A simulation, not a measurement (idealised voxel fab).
Process module heading - voxel transistor to metal
The width of the displayed cross-section, cut, is 275 nm; its cells are square, with a size of 5 nm.
Think of the cross-section as a grid of square cells. We describe it in bands, top to bottom, and each band covers one or more rows of those cells. Basically the band line says how high the top is and how high the bottom is, in nm, and then what's in it from left to right, every material with its width in nm. Empty space shows up as "blank", and if a single material carries "everywhere" it runs the full band edge to edge. For the purposes of this specification, 0 denotes the height below which the wafer in its as-received condition is composed wholly of one material, and the lowermost band, lacking a lower limit, extends downward without end, as expressed in "0..down". The notation "30 to 40" denotes a width that varies across the rows of cells in the band, beginning at the first number in the top row, finishing at the second number in the bottom row, and changing by an identical amount from each row to the next. You'll sometimes find "no alteration" written for a step, and that's the way of saying that nowhere in the cross-section did a cell change during that step. In "Cavities, sealed" the enclosed voids are listed, meaning empty spaces of 8 cells or larger without any opening to the top. The form is width x height at distance, distance from the left edge, units nm. Formally, on a step line, whatever follows the settings is a remark that the simulator itself makes on the step. overlay nm: on a step with a mask, how far right of its planned place the mask lay; negative means left. So the way this works: pairs, before and after one process step. The after picture only goes down to the lowest band that actually changed, nothing below. Step and its settings are under each pair. And watch out, pairs might come from different runs of this module, same starting wafer though, so a pair only follows on from the one above if its "Pre-process cross-section" entry tells you so.
# Pre-process cross-section
60..45  25 of blank; 20 of resist; 55 of blank; 20 of resist; 30 of blank; 20 of resist; 55 of blank; 20 of resist; 30 of blank
45..30  Ru everywhere
30..25  TiN everywhere
25..10  25 of SiO2; 5 of TiN; 10 of W; 5 of TiN; 55 of SiO2; 5 of TiN; 10 of W; 5 of TiN; 30 of SiO2; 5 of TiN; 10 of W; 5 of TiN; 55 of SiO2; 5 of TiN; 10 of W; 5 of TiN; 30 of SiO2
10..5  25 of SiO2; 5 of TiN; 10 of W; 5 of TiN; 5 of SiO2; 10 of SiN; 25 of SiCN; 10 of SiN; 5 of SiO2; 5 of TiN; 10 of W; 5 of TiN; 30 of SiO2; 5 of TiN; 10 of W; 5 of TiN; 5 of SiO2; 10 of SiN; 25 of SiCN; 10 of SiN; 5 of SiO2; 5 of TiN; 10 of W; 5 of TiN; 30 of SiO2
5..0  15 of SiO2; 10 of SiN; 20 of TiN; 5 of SiO2; 10 of SiN; 25 of SiCN; 10 of SiN; 5 of SiO2; 20 of TiN; 10 of SiN; 10 of SiO2; 10 of SiN; 20 of TiN; 5 of SiO2; 10 of SiN; 25 of SiCN; 10 of SiN; 5 of SiO2; 20 of TiN; 10 of SiN; 20 of SiO2
0..-5  15 of SiO2; 10 of SiN; 10 of nSi; 5 of TiN; 10 of nSi; 10 of SiN; 25 of SiCN; 10 of SiN; 10 of nSi; 5 of TiN; 10 of nSi; 10 of SiN; 10 of SiO2; 10 of SiN; 10 of nSi; 5 of TiN; 10 of nSi; 10 of SiN; 25 of SiCN; 10 of SiN; 10 of nSi; 5 of TiN; 10 of nSi; 10 of SiN; 20 of SiO2
-5..-10  25 of SiO2; 10 of nSi; 5 of TiN; 10 of nSi; 45 of SiO2; 10 of nSi; 5 of TiN; 10 of nSi; 30 of SiO2; 10 of nSi; 5 of TiN; 10 of nSi; 45 of SiO2; 10 of nSi; 5 of TiN; 10 of nSi; 30 of SiO2
-10..-20  20 of SiO2; 5 of Si; 25 of nSi; 45 of Si; 25 of nSi; 5 of Si; 20 of SiO2; 5 of Si; 25 of nSi; 45 of Si; 25 of nSi; 5 of Si; 25 of SiO2
-20..-25  20 of SiO2; 105 of Si; 20 of SiO2; 105 of Si; 25 of SiO2
-25..down  Si everywhere
Cavities, sealed: none
# Structure After Step
60..45  25 of blank; 20 of resist; 55 of blank; 20 of resist; 30 of blank; 20 of resist; 55 of blank; 20 of resist; 30 of blank
45..30  25 of blank; 20 of Ru; 55 of blank; 20 of Ru; 30 of blank; 20 of Ru; 55 of blank; 20 of Ru; 30 of blank
Everything below 30 is unchanged.
Cavities, sealed: none
Which step turns the before cross-section above into the after cross-section? op DIRECTIONAL_ETCH | etch materials Ru | depth nm 15
Pre-process cross-section: see the after view in the pair directly above.
# Structure After Step
60..45  25 of blank; 20 of resist; 55 of blank; 20 of resist; 30 of blank; 20 of resist; 55 of blank; 20 of resist; 30 of blank
45..30  25 of blank; 20 of Ru; 55 of blank; 20 of Ru; 30 of blank; 20 of Ru; 55 of blank; 20 of Ru; 30 of blank
30..25  25 of blank; 20 of TiN; 55 of blank; 20 of TiN; 30 of blank; 20 of TiN; 55 of blank; 20 of TiN; 30 of blank
Everything below 25 is unchanged.
Cavities, sealed: none
Which step turns the before cross-section above into the after cross-section? op DIRECTIONAL_ETCH | etch materials TiN | depth nm 5
Pre-process cross-section: see the after view in the pair directly above.
# Structure After Step
45..30  25 of blank; 20 of Ru; 55 of blank; 20 of Ru; 30 of blank; 20 of Ru; 55 of blank; 20 of Ru; 30 of blank
Everything below 30 is unchanged.
Cavities, sealed: none
Which step turns the before cross-section above into the after cross-section? op STRIP | etch materials resist
Pre-process cross-section: see the after view in the pair directly above.
# Structure After Step
50..45  SiO2 everywhere
45..30  25 of SiO2; 20 of Ru; 55 of SiO2; 20 of Ru; 30 of SiO2; 20 of Ru; 55 of SiO2; 20 of Ru; 30 of SiO2
30..25  25 of SiO2; 20 of TiN; 55 of SiO2; 20 of TiN; 30 of SiO2; 20 of TiN; 55 of SiO2; 20 of TiN; 30 of SiO2
Everything below 25 is unchanged.
Cavities, sealed: none
Which step turns the before cross-section above into the after cross-section? op FILL_DEP | material SiO2 | thk nm 5
Pre-process cross-section: see the after view in the pair directly above.
# Structure After Step
45..30  25 of SiO2; 20 of Ru; 55 of SiO2; 20 of Ru; 30 of SiO2; 20 of Ru; 55 of SiO2; 20 of Ru; 30 of SiO2
Everything below 30 is unchanged.
Cavities, sealed: none
Which step turns the before cross-section above into the after cross-section? op CMP | height nm 45
Pre-process cross-section: see the after view in the pair directly above.
# Structure After Step
50..45  SiCN everywhere
Everything below 45 is unchanged.
Cavities, sealed: none
Which step turns the before cross-section above into the after cross-section? op CONFORMAL_DEP | material SiCN | thk nm 5
# Pre-process cross-section
15..0  20 of blank; 105 of SiN; 20 of blank; 105 of SiN; 25 of blank
0..-5  20 of blank; 105 of SiO2; 20 of blank; 105 of SiO2; 25 of blank
-5..-25  20 of blank; 105 of Si; 20 of blank; 105 of Si; 25 of blank
-25..down  Si everywhere
Cavities, sealed: none
# Structure After Step
15..0  20 of blank; 105 of SiN; 20 of blank; 105 of SiN; 25 of blank
0..-5  20 of blank; 105 of SiO2; 20 of blank; 105 of SiO2; 25 of blank
-5..-45  20 of blank; 105 of Si; 20 of blank; 105 of Si; 25 of blank
Everything below -45 is unchanged.
Cavities, sealed: none
Which step turns the before cross-section above into the after cross-section? op MASKED_ETCH | tone cover | mask id ACTIVE | width nm 105 | pitch nm 125 | etch materials Si | depth nm 20 | overlay nm 0
Pre-process cross-section: see the after view in the pair directly above.
# Structure After Step
25..15  SiO2 everywhere
15..0  20 of SiO2; 105 of SiN; 20 of SiO2; 105 of SiN; 25 of SiO2
0..-5  SiO2 everywhere
-5..-45  20 of SiO2; 105 of Si; 20 of SiO2; 105 of Si; 25 of SiO2
Everything below -45 is unchanged.
Cavities, sealed: none
Which step turns the before cross-section above into the after cross-section? op FILL_DEP | material SiO2 | thk nm 10
Pre-process cross-section: see the after view in the pair directly above.
# Structure After Step
15..0  20 of SiO2; 105 of SiN; 20 of SiO2; 105 of SiN; 25 of SiO2
Everything below 0 is unchanged.
Cavities, sealed: none
Which step turns the before cross-section above into the after cross-section? op CMP | height nm 15
Pre-process cross-section: see the after view in the pair directly above.
# Structure After Step
15..10  20 of blank; 105 of SiN; 20 of blank; 105 of SiN; 25 of blank
Everything below 10 is unchanged.
Cavities, sealed: none
Which step turns the before cross-section above into the after cross-section? op SELECTIVE_ETCH | etch materials SiO2 | depth nm 5
Pre-process cross-section: see the after view in the pair directly above.
# Structure After Step
10..0  20 of SiO2; 105 of blank; 20 of SiO2; 105 of blank; 25 of SiO2
Everything below 0 is unchanged.
Cavities, sealed: none
Which step turns the before cross-section above into the after cross-section? op STRIP | etch materials SiN
Pre-process cross-section: see the after view in the pair directly above.
# Structure After Step
5..-5  15 of SiO2; 115 of blank; 10 of SiO2; 115 of blank; 20 of SiO2
Everything below -5 is unchanged.
Cavities, sealed: none
Which step turns the before cross-section above into the after cross-section? op SELECTIVE_ETCH | etch materials SiO2 | depth nm 5
Pre-process cross-section: see the after view in the pair directly above.
# Structure After Step
5..-5  15 of SiO2; 115 of blank; 10 of SiO2; 115 of blank; 20 of SiO2
-5..-10  SiO2 everywhere
Everything below -10 is unchanged.
Cavities, sealed: none
Which step turns the before cross-section above into the after cross-section? op OXIDIZE | depth nm 5
Pre-process cross-section: see the after view in the pair directly above.
# Structure After Step
25..15  15 of polySi; 115 of blank; 10 of polySi; 115 of blank; 20 of polySi
15..5  polySi everywhere
5..-5  15 of SiO2; 115 of polySi; 10 of SiO2; 115 of polySi; 20 of SiO2
Everything below -5 is unchanged.
Cavities, sealed: none
Which step turns the before cross-section above into the after cross-section? op DIRECTIONAL_DEP | material polySi | thk nm 20
Pre-process cross-section: see the after view in the pair directly above.
# Structure After Step
40..30  15 of SiCN; 115 of blank; 10 of SiCN; 115 of blank; 20 of SiCN
30..25  SiCN everywhere
25..15  15 of polySi; 115 of SiCN; 10 of polySi; 115 of SiCN; 20 of polySi
Everything below 15 is unchanged.
Cavities, sealed: none
Which step turns the before cross-section above into the after cross-section? op DIRECTIONAL_DEP | material SiCN | thk nm 15
Pre-process cross-section: see the after view in the pair directly above.
# Structure After Step
50..40  15 of aC; 115 of blank; 10 of aC; 115 of blank; 20 of aC
40..30  15 of SiCN; 115 of aC; 10 of SiCN; 115 of aC; 20 of SiCN
Everything below 30 is unchanged.
Cavities, sealed: none
Which step turns the before cross-section above into the after cross-section? op DIRECTIONAL_DEP | material aC | thk nm 10
Pre-process cross-section: see the after view in the pair directly above.
# Structure After Step
80..50  60 of blank; 25 of resist; 100 of blank; 25 of resist; 65 of blank
50..40  15 of aC; 45 of blank; 25 of resist; 45 of blank; 10 of aC; 45 of blank; 25 of resist; 45 of blank; 20 of aC
Everything below 40 is unchanged.
Cavities, sealed: none
Which step turns the before cross-section above into the after cross-section? op PATTERN | tone cover | mask id GATE | material resist | width nm 25 | pitch nm 125 | thk nm 30 | overlay nm 0
Pre-process cross-section: see the after view in the pair directly above.
# Structure After Step
70..40  60 of blank; 25 of resist; 100 of blank; 25 of resist; 65 of blank
40..30  15 of SiCN; 45 of blank; 25 of aC; 45 of blank; 10 of SiCN; 45 of blank; 25 of aC; 45 of blank; 20 of SiCN
Everything below 30 is unchanged.
Cavities, sealed: none
Which step turns the before cross-section above into the after cross-section? op DIRECTIONAL_ETCH | etch materials aC | depth nm 10
Pre-process cross-section: see the after view in the pair directly above.
# Structure After Step
40..30  15 of SiCN; 45 of blank; 25 of aC; 45 of blank; 10 of SiCN; 45 of blank; 25 of aC; 45 of blank; 20 of SiCN
Everything below 30 is unchanged.
Cavities, sealed: none
Which step turns the before cross-section above into the after cross-section? op STRIP | etch materials resist
Pre-process cross-section: see the after view in the pair directly above.
# Structure After Step
40..30  60 of blank; 25 of aC; 100 of blank; 25 of aC; 65 of blank
30..25  60 of blank; 25 of SiCN; 100 of blank; 25 of SiCN; 65 of blank
25..15  15 of polySi; 45 of blank; 25 of SiCN; 45 of blank; 10 of polySi; 45 of blank; 25 of SiCN; 45 of blank; 20 of polySi
Everything below 15 is unchanged.
Cavities, sealed: none
Which step turns the before cross-section above into the after cross-section? op DIRECTIONAL_ETCH | etch materials SiCN | depth nm 25
Pre-process cross-section: see the after view in the pair directly above.
# Structure After Step
40..30  60 of blank; 25 of aC; 100 of blank; 25 of aC; 65 of blank
30..15  60 of blank; 25 of SiCN; 100 of blank; 25 of SiCN; 65 of blank
15..5  60 of blank; 25 of polySi; 100 of blank; 25 of polySi; 65 of blank
5..-5  15 of SiO2; 45 of blank; 25 of polySi; 45 of blank; 10 of SiO2; 45 of blank; 25 of polySi; 45 of blank; 20 of SiO2
Everything below -5 is unchanged.
Cavities, sealed: none
Which step turns the before cross-section above into the after cross-section? op DIRECTIONAL_ETCH | etch materials polySi | depth nm 30
Pre-process cross-section: see the after view in the pair directly above.
# Structure After Step
30..15  60 of blank; 25 of SiCN; 100 of blank; 25 of SiCN; 65 of blank
Everything below 15 is unchanged.
Cavities, sealed: none
Which step turns the before cross-section above into the after cross-section? op STRIP | etch materials aC
Pre-process cross-section: see the after view in the pair directly above.
# Structure After Step
40..30  50 of blank; 45 of SiN; 80 of blank; 45 of SiN; 55 of blank
30..15  50 of blank; 10 of SiN; 25 of SiCN; 10 of SiN; 80 of blank; 10 of SiN; 25 of SiCN; 10 of SiN; 55 of blank
15..5  25 of SiN; 25 of blank; 10 of SiN; 25 of polySi; 10 of SiN; 25 of blank; 30 of SiN; 25 of blank; 10 of SiN; 25 of polySi; 10 of SiN; 25 of blank; 30 of SiN
5..-5  15 of SiO2; 45 of SiN; 25 of polySi; 45 of SiN; 10 of SiO2; 45 of SiN; 25 of polySi; 45 of SiN; 20 of SiO2
Everything below -5 is unchanged.
Cavities, sealed: none
Which step turns the before cross-section above into the after cross-section? op CONFORMAL_DEP | material SiN | thk nm 10
Pre-process cross-section: see the after view in the pair directly above.
# Structure After Step
30..15  50 of blank; 10 of SiN; 25 of SiCN; 10 of SiN; 80 of blank; 10 of SiN; 25 of SiCN; 10 of SiN; 55 of blank
15..5  50 of blank; 10 of SiN; 25 of polySi; 10 of SiN; 80 of blank; 10 of SiN; 25 of polySi; 10 of SiN; 55 of blank
5..-5  15 of SiO2; 10 of SiN; 25 of blank; 10 of SiN; 25 of polySi; 10 of SiN; 25 of blank; 10 of SiN; 10 of SiO2; 10 of SiN; 25 of blank; 10 of SiN; 25 of polySi; 10 of SiN; 25 of blank; 10 of SiN; 20 of SiO2
Everything below -5 is unchanged.
Cavities, sealed: none
Which step turns the before cross-section above into the after cross-section? op DIRECTIONAL_ETCH | etch materials SiN | depth nm 10
Pre-process cross-section: see the after view in the pair directly above.
# Structure After Step
30..15  50 of blank; 10 of SiN; 25 of SiCN; 10 of SiN; 80 of blank; 10 of SiN; 25 of SiCN; 10 of SiN; 55 of blank
15..5  50 of blank; 10 of SiN; 25 of polySi; 10 of SiN; 80 of blank; 10 of SiN; 25 of polySi; 10 of SiN; 55 of blank
5..0  15 of blank; 10 of SiN; 25 of blank; 10 of SiN; 25 of polySi; 10 of SiN; 25 of blank; 10 of SiN; 10 of blank; 10 of SiN; 25 of blank; 10 of SiN; 25 of polySi; 10 of SiN; 25 of blank; 10 of SiN; 20 of blank
0..-5  15 of SiO2; 10 of SiN; 25 of blank; 10 of SiN; 25 of polySi; 10 of SiN; 25 of blank; 10 of SiN; 10 of SiO2; 10 of SiN; 25 of blank; 10 of SiN; 25 of polySi; 10 of SiN; 25 of blank; 10 of SiN; 20 of SiO2
-5..-10  25 of SiO2; 25 of blank; 45 of SiO2; 25 of blank; 30 of SiO2; 25 of blank; 45 of SiO2; 25 of blank; 30 of SiO2
Everything below -10 is unchanged.
Cavities, sealed: none
Which step turns the before cross-section above into the after cross-section? op DIRECTIONAL_ETCH | etch materials SiO2 | depth nm 5
Pre-process cross-section: see the after view in the pair directly above.
# Structure After Step
30..15  50 of blank; 10 of SiN; 25 of SiCN; 10 of SiN; 80 of blank; 10 of SiN; 25 of SiCN; 10 of SiN; 55 of blank
15..5  50 of blank; 10 of SiN; 25 of polySi; 10 of SiN; 80 of blank; 10 of SiN; 25 of polySi; 10 of SiN; 55 of blank
5..0  15 of blank; 10 of SiN; 25 of blank; 10 of SiN; 25 of polySi; 10 of SiN; 25 of blank; 10 of SiN; 10 of blank; 10 of SiN; 25 of blank; 10 of SiN; 25 of polySi; 10 of SiN; 25 of blank; 10 of SiN; 20 of blank
0..-5  15 of SiO2; 10 of SiN; 25 of blank; 10 of SiN; 25 of polySi; 10 of SiN; 25 of blank; 10 of SiN; 10 of SiO2; 10 of SiN; 25 of blank; 10 of SiN; 25 of polySi; 10 of SiN; 25 of blank; 10 of SiN; 20 of SiO2
-5..-10  25 of SiO2; 25 of blank; 45 of SiO2; 25 of blank; 30 of SiO2; 25 of blank; 45 of SiO2; 25 of blank; 30 of SiO2
-10..-20  20 of SiO2; 5 of Si; 25 of blank; 45 of Si; 25 of blank; 5 of Si; 20 of SiO2; 5 of Si; 25 of blank; 45 of Si; 25 of blank; 5 of Si; 25 of SiO2
Everything below -20 is unchanged.
Cavities, sealed: none
Which step turns the before cross-section above into the after cross-section? op DIRECTIONAL_ETCH | etch materials Si | depth nm 10
Pre-process cross-section: see the after view in the pair directly above.
# Structure After Step
30..15  50 of blank; 10 of SiN; 25 of SiCN; 10 of SiN; 80 of blank; 10 of SiN; 25 of SiCN; 10 of SiN; 55 of blank
15..5  50 of blank; 10 of SiN; 25 of polySi; 10 of SiN; 80 of blank; 10 of SiN; 25 of polySi; 10 of SiN; 55 of blank
5..0  15 of blank; 10 of SiN; 25 of blank; 10 of SiN; 25 of polySi; 10 of SiN; 25 of blank; 10 of SiN; 10 of blank; 10 of SiN; 25 of blank; 10 of SiN; 25 of polySi; 10 of SiN; 25 of blank; 10 of SiN; 20 of blank
0..-5  15 of SiO2; 10 of SiN; 10 of nSi; 5 of blank; 10 of nSi; 10 of SiN; 25 of polySi; 10 of SiN; 10 of nSi; 5 of blank; 10 of nSi; 10 of SiN; 10 of SiO2; 10 of SiN; 10 of nSi; 5 of blank; 10 of nSi; 10 of SiN; 25 of polySi; 10 of SiN; 10 of nSi; 5 of blank; 10 of nSi; 10 of SiN; 20 of SiO2
-5..-10  25 of SiO2; 10 of nSi; 5 of blank; 10 of nSi; 45 of SiO2; 10 of nSi; 5 of blank; 10 of nSi; 30 of SiO2; 10 of nSi; 5 of blank; 10 of nSi; 45 of SiO2; 10 of nSi; 5 of blank; 10 of nSi; 30 of SiO2
-10..-20  20 of SiO2; 5 of Si; 25 of nSi; 45 of Si; 25 of nSi; 5 of Si; 20 of SiO2; 5 of Si; 25 of nSi; 45 of Si; 25 of nSi; 5 of Si; 25 of SiO2
Everything below -20 is unchanged.
Cavities, sealed: none
Which step turns the before cross-section above into the after cross-section? op EPI | material nSi | thk nm 10
Pre-process cross-section: see the after view in the pair directly above.
# Structure After Step
35..30  SiO2 everywhere
30..15  50 of SiO2; 10 of SiN; 25 of SiCN; 10 of SiN; 80 of SiO2; 10 of SiN; 25 of SiCN; 10 of SiN; 55 of SiO2
15..5  50 of SiO2; 10 of SiN; 25 of polySi; 10 of SiN; 80 of SiO2; 10 of SiN; 25 of polySi; 10 of SiN; 55 of SiO2
5..0  15 of SiO2; 10 of SiN; 25 of SiO2; 10 of SiN; 25 of polySi; 10 of SiN; 25 of SiO2; 10 of SiN; 10 of SiO2; 10 of SiN; 25 of SiO2; 10 of SiN; 25 of polySi; 10 of SiN; 25 of SiO2; 10 of SiN; 20 of SiO2
0..-5  15 of SiO2; 10 of SiN; 10 of nSi; 5 of SiO2; 10 of nSi; 10 of SiN; 25 of polySi; 10 of SiN; 10 of nSi; 5 of SiO2; 10 of nSi; 10 of SiN; 10 of SiO2; 10 of SiN; 10 of nSi; 5 of SiO2; 10 of nSi; 10 of SiN; 25 of polySi; 10 of SiN; 10 of nSi; 5 of SiO2; 10 of nSi; 10 of SiN; 20 of SiO2
-5..-10  25 of SiO2; 10 of nSi; 5 of SiO2; 10 of nSi; 45 of SiO2; 10 of nSi; 5 of SiO2; 10 of nSi; 30 of SiO2; 10 of nSi; 5 of SiO2; 10 of nSi; 45 of SiO2; 10 of nSi; 5 of SiO2; 10 of nSi; 30 of SiO2
Everything below -10 is unchanged.
Cavities, sealed: none
Which step turns the before cross-section above into the after cross-section? op FILL_DEP | material SiO2 | thk nm 5
Pre-process cross-section: see the after view in the pair directly above.
# Structure After Step
15..5  50 of SiO2; 10 of SiN; 25 of polySi; 10 of SiN; 80 of SiO2; 10 of SiN; 25 of polySi; 10 of SiN; 55 of SiO2
Everything below 5 is unchanged.
Cavities, sealed: none
Which step turns the before cross-section above into the after cross-section? op CMP | height nm 15
Pre-process cross-section: see the after view in the pair directly above.
# Structure After Step
15..5  50 of SiO2; 10 of SiN; 25 of blank; 10 of SiN; 80 of SiO2; 10 of SiN; 25 of blank; 10 of SiN; 55 of SiO2
5..0  15 of SiO2; 10 of SiN; 25 of SiO2; 10 of SiN; 25 of blank; 10 of SiN; 25 of SiO2; 10 of SiN; 10 of SiO2; 10 of SiN; 25 of SiO2; 10 of SiN; 25 of blank; 10 of SiN; 25 of SiO2; 10 of SiN; 20 of SiO2
0..-5  15 of SiO2; 10 of SiN; 10 of nSi; 5 of SiO2; 10 of nSi; 10 of SiN; 25 of blank; 10 of SiN; 10 of nSi; 5 of SiO2; 10 of nSi; 10 of SiN; 10 of SiO2; 10 of SiN; 10 of nSi; 5 of SiO2; 10 of nSi; 10 of SiN; 25 of blank; 10 of SiN; 10 of nSi; 5 of SiO2; 10 of nSi; 10 of SiN; 20 of SiO2
Everything below -5 is unchanged.
Cavities, sealed: none
Which step turns the before cross-section above into the after cross-section? op STRIP | etch materials polySi
Pre-process cross-section: see the after view in the pair directly above.
# Structure After Step
15..10  50 of blank; 10 of SiN; 25 of blank; 10 of SiN; 80 of blank; 10 of SiN; 25 of blank; 10 of SiN; 55 of blank
10..5  50 of SiO2; 10 of SiN; 25 of blank; 10 of SiN; 80 of SiO2; 10 of SiN; 25 of blank; 10 of SiN; 55 of SiO2
5..0  15 of SiO2; 10 of SiN; 25 of SiO2; 10 of SiN; 25 of blank; 10 of SiN; 25 of SiO2; 10 of SiN; 10 of SiO2; 10 of SiN; 25 of SiO2; 10 of SiN; 25 of blank; 10 of SiN; 25 of SiO2; 10 of SiN; 20 of SiO2
0..-5  15 of SiO2; 10 of SiN; 10 of nSi; 5 of SiO2; 10 of nSi; 10 of SiN; 25 of blank; 10 of SiN; 10 of nSi; 5 of SiO2; 10 of nSi; 10 of SiN; 10 of SiO2; 10 of SiN; 10 of nSi; 5 of SiO2; 10 of nSi; 10 of SiN; 25 of blank; 10 of SiN; 10 of nSi; 5 of SiO2; 10 of nSi; 10 of SiN; 20 of SiO2
-5..-10  25 of SiO2; 10 of nSi; 5 of SiO2; 10 of nSi; 5 of SiO2; 35 of blank; 5 of SiO2; 10 of nSi; 5 of SiO2; 10 of nSi; 30 of SiO2; 10 of nSi; 5 of SiO2; 10 of nSi; 5 of SiO2; 35 of blank; 5 of SiO2; 10 of nSi; 5 of SiO2; 10 of nSi; 30 of SiO2
Everything below -10 is unchanged.
Cavities, sealed: none
Which step turns the before cross-section above into the after cross-section? op SELECTIVE_ETCH | etch materials SiO2 | depth nm 5
Pre-process cross-section: see the after view in the pair directly above.
# Structure After Step
20..15  45 of blank; 20 of HfO2; 15 of blank; 20 of HfO2; 70 of blank; 20 of HfO2; 15 of blank; 20 of HfO2; 50 of blank
15..10  50 of HfO2; 10 of SiN; 5 of HfO2; 15 of blank; 5 of HfO2; 10 of SiN; 80 of HfO2; 10 of SiN; 5 of HfO2; 15 of blank; 5 of HfO2; 10 of SiN; 55 of HfO2
10..5  50 of SiO2; 10 of SiN; 5 of HfO2; 15 of blank; 5 of HfO2; 10 of SiN; 80 of SiO2; 10 of SiN; 5 of HfO2; 15 of blank; 5 of HfO2; 10 of SiN; 55 of SiO2
5..0  15 of SiO2; 10 of SiN; 25 of SiO2; 10 of SiN; 5 of HfO2; 15 of blank; 5 of HfO2; 10 of SiN; 25 of SiO2; 10 of SiN; 10 of SiO2; 10 of SiN; 25 of SiO2; 10 of SiN; 5 of HfO2; 15 of blank; 5 of HfO2; 10 of SiN; 25 of SiO2; 10 of SiN; 20 of SiO2
0..-5  15 of SiO2; 10 of SiN; 10 of nSi; 5 of SiO2; 10 of nSi; 10 of SiN; 5 of HfO2; 15 of blank; 5 of HfO2; 10 of SiN; 10 of nSi; 5 of SiO2; 10 of nSi; 10 of SiN; 10 of SiO2; 10 of SiN; 10 of nSi; 5 of SiO2; 10 of nSi; 10 of SiN; 5 of HfO2; 15 of blank; 5 of HfO2; 10 of SiN; 10 of nSi; 5 of SiO2; 10 of nSi; 10 of SiN; 20 of SiO2
-5..-10  25 of SiO2; 10 of nSi; 5 of SiO2; 10 of nSi; 5 of SiO2; 35 of HfO2; 5 of SiO2; 10 of nSi; 5 of SiO2; 10 of nSi; 30 of SiO2; 10 of nSi; 5 of SiO2; 10 of nSi; 5 of SiO2; 35 of HfO2; 5 of SiO2; 10 of nSi; 5 of SiO2; 10 of nSi; 30 of SiO2
Everything below -10 is unchanged.
Cavities, sealed: none
Which step turns the before cross-section above into the after cross-section? op CONFORMAL_DEP | material HfO2 | thk nm 5
Pre-process cross-section: see the after view in the pair directly above.
# Structure After Step
25..20  40 of blank; 30 of TiN; 5 of blank; 30 of TiN; 60 of blank; 30 of TiN; 5 of blank; 30 of TiN; 45 of blank
20..15  45 of TiN; 20 of HfO2; 5 of TiN; 5 of blank; 5 of TiN; 20 of HfO2; 70 of TiN; 20 of HfO2; 5 of TiN; 5 of blank; 5 of TiN; 20 of HfO2; 50 of TiN
15..10  50 of HfO2; 10 of SiN; 5 of HfO2; 5 of TiN; 5 of blank; 5 of TiN; 5 of HfO2; 10 of SiN; 80 of HfO2; 10 of SiN; 5 of HfO2; 5 of TiN; 5 of blank; 5 of TiN; 5 of HfO2; 10 of SiN; 55 of HfO2
10..5  50 of SiO2; 10 of SiN; 5 of HfO2; 5 of TiN; 5 of blank; 5 of TiN; 5 of HfO2; 10 of SiN; 80 of SiO2; 10 of SiN; 5 of HfO2; 5 of TiN; 5 of blank; 5 of TiN; 5 of HfO2; 10 of SiN; 55 of SiO2
5..0  15 of SiO2; 10 of SiN; 25 of SiO2; 10 of SiN; 5 of HfO2; 5 of TiN; 5 of blank; 5 of TiN; 5 of HfO2; 10 of SiN; 25 of SiO2; 10 of SiN; 10 of SiO2; 10 of SiN; 25 of SiO2; 10 of SiN; 5 of HfO2; 5 of TiN; 5 of blank; 5 of TiN; 5 of HfO2; 10 of SiN; 25 of SiO2; 10 of SiN; 20 of SiO2
0..-5  15 of SiO2; 10 of SiN; 10 of nSi; 5 of SiO2; 10 of nSi; 10 of SiN; 5 of HfO2; 15 of TiN; 5 of HfO2; 10 of SiN; 10 of nSi; 5 of SiO2; 10 of nSi; 10 of SiN; 10 of SiO2; 10 of SiN; 10 of nSi; 5 of SiO2; 10 of nSi; 10 of SiN; 5 of HfO2; 15 of TiN; 5 of HfO2; 10 of SiN; 10 of nSi; 5 of SiO2; 10 of nSi; 10 of SiN; 20 of SiO2
Everything below -5 is unchanged.
Cavities, sealed: none
Which step turns the before cross-section above into the after cross-section? op CONFORMAL_DEP | material TiN | thk nm 5
Pre-process cross-section: see the after view in the pair directly above.
# Structure After Step
30..25  W everywhere
25..20  40 of W; 30 of TiN; 5 of W; 30 of TiN; 60 of W; 30 of TiN; 5 of W; 30 of TiN; 45 of W
20..15  45 of TiN; 20 of HfO2; 5 of TiN; 5 of W; 5 of TiN; 20 of HfO2; 70 of TiN; 20 of HfO2; 5 of TiN; 5 of W; 5 of TiN; 20 of HfO2; 50 of TiN
15..10  50 of HfO2; 10 of SiN; 5 of HfO2; 5 of TiN; 5 of W; 5 of TiN; 5 of HfO2; 10 of SiN; 80 of HfO2; 10 of SiN; 5 of HfO2; 5 of TiN; 5 of W; 5 of TiN; 5 of HfO2; 10 of SiN; 55 of HfO2
10..5  50 of SiO2; 10 of SiN; 5 of HfO2; 5 of TiN; 5 of W; 5 of TiN; 5 of HfO2; 10 of SiN; 80 of SiO2; 10 of SiN; 5 of HfO2; 5 of TiN; 5 of W; 5 of TiN; 5 of HfO2; 10 of SiN; 55 of SiO2
5..0  15 of SiO2; 10 of SiN; 25 of SiO2; 10 of SiN; 5 of HfO2; 5 of TiN; 5 of W; 5 of TiN; 5 of HfO2; 10 of SiN; 25 of SiO2; 10 of SiN; 10 of SiO2; 10 of SiN; 25 of SiO2; 10 of SiN; 5 of HfO2; 5 of TiN; 5 of W; 5 of TiN; 5 of HfO2; 10 of SiN; 25 of SiO2; 10 of SiN; 20 of SiO2
Everything below 0 is unchanged.
Cavities, sealed: none
Which step turns the before cross-section above into the after cross-section? op FILL_DEP | material W | thk nm 5
Pre-process cross-section: see the after view in the pair directly above.
# Structure After Step
10..5  50 of SiO2; 10 of SiN; 5 of HfO2; 5 of TiN; 5 of W; 5 of TiN; 5 of HfO2; 10 of SiN; 80 of SiO2; 10 of SiN; 5 of HfO2; 5 of TiN; 5 of W; 5 of TiN; 5 of HfO2; 10 of SiN; 55 of SiO2
Everything below 5 is unchanged.
Cavities, sealed: none
Which step turns the before cross-section above into the after cross-section? op CMP | height nm 10
Pre-process cross-section: see the after view in the pair directly above.
# Structure After Step
25..10  SiO2 everywhere
Everything below 10 is unchanged.
Cavities, sealed: none
Which step turns the before cross-section above into the after cross-section? op DIRECTIONAL_DEP | material SiO2 | thk nm 15
Pre-process cross-section: see the after view in the pair directly above.
# Structure After Step
40..25  aC everywhere
Everything below 25 is unchanged.
Cavities, sealed: none
Which step turns the before cross-section above into the after cross-section? op DIRECTIONAL_DEP | material aC | thk nm 15
Pre-process cross-section: see the after view in the pair directly above.
# Structure After Step
70..40  25 of resist; 20 of blank; 55 of resist; 20 of blank; 30 of resist; 20 of blank; 55 of resist; 20 of blank; 30 of resist
Everything below 40 is unchanged.
Cavities, sealed: none
Which step turns the before cross-section above into the after cross-section? op PATTERN | tone open | mask id CONTACT | material resist | width nm 20 | thk nm 30 | overlay nm 0
Pre-process cross-section: see the after view in the pair directly above.
# Structure After Step
55..40  25 of resist; 20 of blank; 55 of resist; 20 of blank; 30 of resist; 20 of blank; 55 of resist; 20 of blank; 30 of resist
40..25  25 of aC; 20 of blank; 55 of aC; 20 of blank; 30 of aC; 20 of blank; 55 of aC; 20 of blank; 30 of aC
Everything below 25 is unchanged.
Cavities, sealed: none
Which step turns the before cross-section above into the after cross-section? op DIRECTIONAL_ETCH | etch materials aC | depth nm 15
Pre-process cross-section: see the after view in the pair directly above.
# Structure After Step
40..25  25 of aC; 20 of blank; 55 of aC; 20 of blank; 30 of aC; 20 of blank; 55 of aC; 20 of blank; 30 of aC
Everything below 25 is unchanged.
Cavities, sealed: none
Which step turns the before cross-section above into the after cross-section? op STRIP | etch materials resist
